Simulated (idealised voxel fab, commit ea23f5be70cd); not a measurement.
process module | voxel self aligned vias
cross-section cut | 295 nm wide | cells 5 nm
A cross-section is a grid of square cells, given in bands from the top down. A band is one or more rows of cells.
Each band's line starts with the height of the band's top and of its bottom, in nm. Then come its materials from left to right, each with its width in nm. One material with "throughout" fills the band from edge to edge. "air" is empty space.
Height 0 is the level under which the wafer as received is all one material. The lowest band goes on downwards, as in "0 down".
A width such as "30 to 40" changes by the same amount from each row of cells to the next, from the band's top row to its bottom row.
"no change" after a step means that no cell of the cross-section changed.
closed voids: empty space of 8 cells or more with no open way to the top, each as width x height at its distance from the left edge, in nm
after a step's settings: what the simulator itself notes on the step
overlay nm, on a step with a mask: how far to the right of its planned place the mask lay; to the left if negative
plan
1 op RECEIVE | material Si
2 op CONFORMAL_DEP | material SiO2 | thk nm 10
3 op CONFORMAL_DEP | material SiCN | thk nm 5
4 op DIRECTIONAL_DEP | material SiO2 | thk nm 30
5 op MASKED_ETCH | tone open | mask id LINES | width nm 25 | pitch nm 65 | etch materials SiO2 | depth nm 30 | overlay nm 0
6 op CONFORMAL_DEP | material TiN | thk nm 5
7 op FILL_DEP | material W | thk nm 10
8 op CMP | height nm 45
9 op SELECTIVE_ETCH | etch materials W Ru TiN | depth nm 10
10 op FILL_DEP | material SiN | thk nm 5
11 op CMP | height nm 45
12 op DIRECTIONAL_DEP | material SiO2 | thk nm 15
13 op PATTERN | tone open | mask id VIAS | material resist | width nm 35 | pitch nm 130 | thk nm 15 | overlay nm 0
14 op DIRECTIONAL_ETCH | etch materials SiO2 | depth nm 15
15 op DIRECTIONAL_ETCH | etch materials SiN | depth nm 10
16 op STRIP | etch materials resist
17 op CONFORMAL_DEP | material TiN | thk nm 5
18 op FILL_DEP | material Ru | thk nm 10
19 op CMP | height nm 60
20 op CONFORMAL_DEP | material SiCN | thk nm 5
as received, after step 1
  0 down: Si throughout
  closed voids: none
first wafer at the end, as planned
  65 to 60: SiCN throughout
  60 to 50: SiO2 65 | TiN 5 | Ru 25 | TiN 5 | SiO2 95 | TiN 5 | Ru 25 | TiN 5 | SiO2 65
  50 to 45: SiO2 65 | TiN 10 | Ru 15 | TiN 10 | SiO2 95 | TiN 10 | Ru 15 | TiN 10 | SiO2 65
  45 to 40: SiO2 70 | TiN 5 | Ru 15 | TiN 5 | SiO2 40 | SiN 25 | SiO2 40 | TiN 5 | Ru 15 | TiN 5 | SiO2 70
  40 to 35: SiO2 70 | TiN 25 | SiO2 40 | SiN 25 | SiO2 40 | TiN 25 | SiO2 70
  35 to 20: SiO2 70 | TiN 5 | W 15 | TiN 5 | SiO2 40 | TiN 5 | W 15 | TiN 5 | SiO2 40 | TiN 5 | W 15 | TiN 5 | SiO2 70
  20 to 15: SiO2 70 | TiN 25 | SiO2 40 | TiN 25 | SiO2 40 | TiN 25 | SiO2 70
  15 to 10: SiCN throughout
  10 to 0: SiO2 throughout
  0 down: Si throughout
  closed voids: none
second wafer at the end: like start, like plan, one mistake
  65 to 60: SiCN throughout
  60 to 45: SiO2 65 | TiN 5 | Ru 25 | TiN 5 | SiO2 95 | TiN 5 | Ru 25 | TiN 5 | SiO2 65
  45 to 40: SiN 65 | TiN 10 | Ru 15 | TiN 10 | SiN 95 | TiN 10 | Ru 15 | TiN 10 | SiN 65
  40 to 35: SiO2 70 | TiN 25 | SiO2 40 | SiN 25 | SiO2 40 | TiN 25 | SiO2 70
  35 to 15: SiO2 70 | TiN 5 | W 15 | TiN 5 | SiO2 40 | TiN 5 | W 15 | TiN 5 | SiO2 40 | TiN 5 | W 15 | TiN 5 | SiO2 70
  15 to 10: SiO2 70 | TiN 25 | SiO2 40 | TiN 25 | SiO2 40 | TiN 25 | SiO2 70
  10 to 5: SiCN throughout
  5 to 0: SiO2 throughout
  0 down: Si throughout
  closed voids: none
what went wrong: step 2 ran as: op CONFORMAL_DEP | material SiO2 | thk nm 5
at the end the second wafer has, in cells: 4 more of Ru | 40 more of SiN | 59 fewer of SiO2 | 6 more of TiN | 9 more of W
